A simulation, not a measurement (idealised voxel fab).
The process module presented herein is designated voxel gate over fins.
This is section cut - it's 170 nm across, gridded in 5 nm square cells.
How to read a cross-section here: the picture is a grid of square cells, written as bands going from the top down, and any band can span one or more rows of cells.
This entry defines a band. It first specifies the height of the band's top and the height of its bottom in nm, and then specifies the band's materials from left to right, stating each material with its width in nm. The word "all across" identifies a single material that fills the band from edge to edge, while the word "blank" identifies empty space.
Note: height 0 marks the level under which the wafer is uniformly one material as received. Lowest band unbounded below, written "0 down".
The width entry "30->40" should be interpreted row by row: the top row of cells in the band takes the first number, the bottom row takes the second number, and the change between adjacent rows is uniform throughout.
For the purposes of this document, the phrase "identical to before" attached to a step denotes that no cell within the cross-section was modified by that step.
"Closed void catalog" - sealed voids, min. 8 cells, no opening to top; format: width x height at distance (distance from left edge; nm throughout).
That trailing text on a step's line, after the settings, is the simulator's own remark on the step.
"overlay nm" on a masked step: distance the mask lay right of its planned place, negative for left.
**Steps planned for the process**
1: RECEIVE,material Si
2: CONFORMAL_DEP,material SiN,thk nm 5
3: DIRECTIONAL_DEP,material aC,thk nm 15
4: PATTERN,tone cover,mask id FINS,material resist,width nm 15,pitch nm 45,thk nm 35,overlay nm 0
5: DIRECTIONAL_ETCH,etch materials aC,depth nm 15
6: STRIP,etch materials resist
7: DIRECTIONAL_ETCH,etch materials SiN,depth nm 5
8: DIRECTIONAL_ETCH,etch materials Si,depth nm 40
9: STRIP,etch materials aC
10: OXIDIZE,depth nm 5
11: FILL_DEP,material SiO2,thk nm 5
12: CMP,height nm 5
13: SELECTIVE_ETCH,etch materials SiO2,depth nm 15
14: STRIP,etch materials SiN
15: CONFORMAL_DEP,material HfO2,thk nm 5
16: CONFORMAL_DEP,material TiN,thk nm 5
17: FILL_DEP,material W,thk nm 15
18: CMP,height nm 20
19: CONFORMAL_DEP,material SiCN,thk nm 10
**Cross-section: wafer on arrival = after step 1**
* 0 down  Si all across
* Closed void catalog: none
**Here's the wafer cut in cross-section after the module, started and planned just like above, except one thing was done wrong in the run**
* 30 to 20  SiCN all across
* 20 to 10  W all across
* 10 to 5  25 of W, then 25 of TiN, then 20 of W, then 25 of TiN, then 20 of W, then 25 of TiN, then 30 of W
* 5 to 0  25 of W, then 5 of TiN, then 15 of HfO2, then 5 of TiN, then 20 of W, then 5 of TiN, then 15 of HfO2, then 5 of TiN, then 20 of W, then 5 of TiN, then 15 of HfO2, then 5 of TiN, then 30 of W
* 0 to -5  30 of TiN, then 5 of HfO2, then 5 of Si, then 5 of HfO2, then 30 of TiN, then 5 of HfO2, then 5 of Si, then 5 of HfO2, then 30 of TiN, then 5 of HfO2, then 5 of Si, then 5 of HfO2, then 35 of TiN
* -5 to -10  35 of HfO2, then 5 of Si, then 40 of HfO2, then 5 of Si, then 40 of HfO2, then 5 of Si, then 40 of HfO2
* -10 to -55  35 of SiO2, then 5 of Si, then 40 of SiO2, then 5 of Si, then 40 of SiO2, then 5 of Si, then 40 of SiO2
* -55 down  Si all across
* Closed void catalog: none
So what did we get wrong on this run? step 8 changed vs plan, executed as DIRECTIONAL_ETCH,etch materials Si,depth nm 50
